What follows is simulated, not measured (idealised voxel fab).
process module | voxel released beams
cross-section cut | 285 nm wide | cells 5 nm
A cross-section is a grid of square cells, given in bands from the top down. A band is one or more rows of cells.
Each band's line starts with the height of the band's top and of its bottom, in nm. Then come its materials from left to right, each with its width in nm. One material with "throughout" fills the band from edge to edge. "air" is empty space.
Height 0 is the level under which the wafer as received is all one material. The lowest band goes on downwards, as in "0 down".
A width such as "30 to 40" changes by the same amount from each row of cells to the next, from the band's top row to its bottom row.
"no change" after a step means that no cell of the cross-section changed.
closed voids: empty space of 8 cells or more with no open way to the top, each as width x height at its distance from the left edge, in nm
after a step's settings: what the simulator itself notes on the step
overlay nm, on a step with a mask: how far to the right of its planned place the mask lay; to the left if negative
plan
1 op RECEIVE | material Si
2 op CONFORMAL_DEP | material Al2O3 | thk nm 5
3 op DIRECTIONAL_DEP | material SiO2 | thk nm 20
4 op PATTERN | tone open | mask id ANCHOR | material resist | width nm 35 | thk nm 15 | overlay nm 0
5 op DIRECTIONAL_ETCH | etch materials SiO2 | depth nm 20
6 op STRIP | etch materials resist
7 op CONFORMAL_DEP | material W | thk nm 15
8 op MASKED_ETCH | tone cover | mask id BEAM | width nm 95 | etch materials W | depth nm 15 | overlay nm 0
9 op STRIP | etch materials SiO2
first wafer, as planned
as received, after step 1
  0 down: Si throughout
  closed voids: none
after step 2
  5 to 0: Al2O3 throughout
  below 0: unchanged
after step 3
  25 to 5: SiO2 throughout
  below 5: unchanged
after step 4
  40 to 25: resist 95 | air 35 | resist 155
  below 25: unchanged
after step 5
  40 to 25: resist 95 | air 35 | resist 155
  25 to 5: SiO2 95 | air 35 | SiO2 155
  below 5: unchanged
after step 6
  25 to 5: SiO2 95 | air 35 | SiO2 155
  below 5: unchanged
after step 7
  40 to 25: W 110 | air 5 | W 170
  25 to 20: SiO2 95 | W 15 | air 5 | W 15 | SiO2 155
  20 to 5: SiO2 95 | W 35 | SiO2 155
  below 5: unchanged
after step 8
  40 to 25: air 90 | W 20 | air 5 | W 70 | air 100
  below 25: unchanged
after step 9
  40 to 25: air 90 | W 20 | air 5 | W 70 | air 100
  25 to 20: air 95 | W 15 | air 5 | W 15 | air 155
  20 to 5: air 95 | W 35 | air 155
  below 5: unchanged
second wafer: like start, like plan, one mistake. Through step 7 it matches the first wafer
when step 8 should have ended
  40 to 25: air 80 | W 30 | air 5 | W 60 | air 110
  below 25: unchanged
when step 9 should have ended
  40 to 25: air 80 | W 30 | air 5 | W 60 | air 110
  25 to 20: air 95 | W 15 | air 5 | W 15 | air 155
  20 to 5: air 95 | W 35 | air 155
  below 5: unchanged
what went wrong: step 8 ran as: op MASKED_ETCH | tone cover | mask id BEAM | width nm 95 | etch materials W | depth nm 15 | overlay nm -10
at the end the second wafer has, in cells: as many of each material as the first, in other places
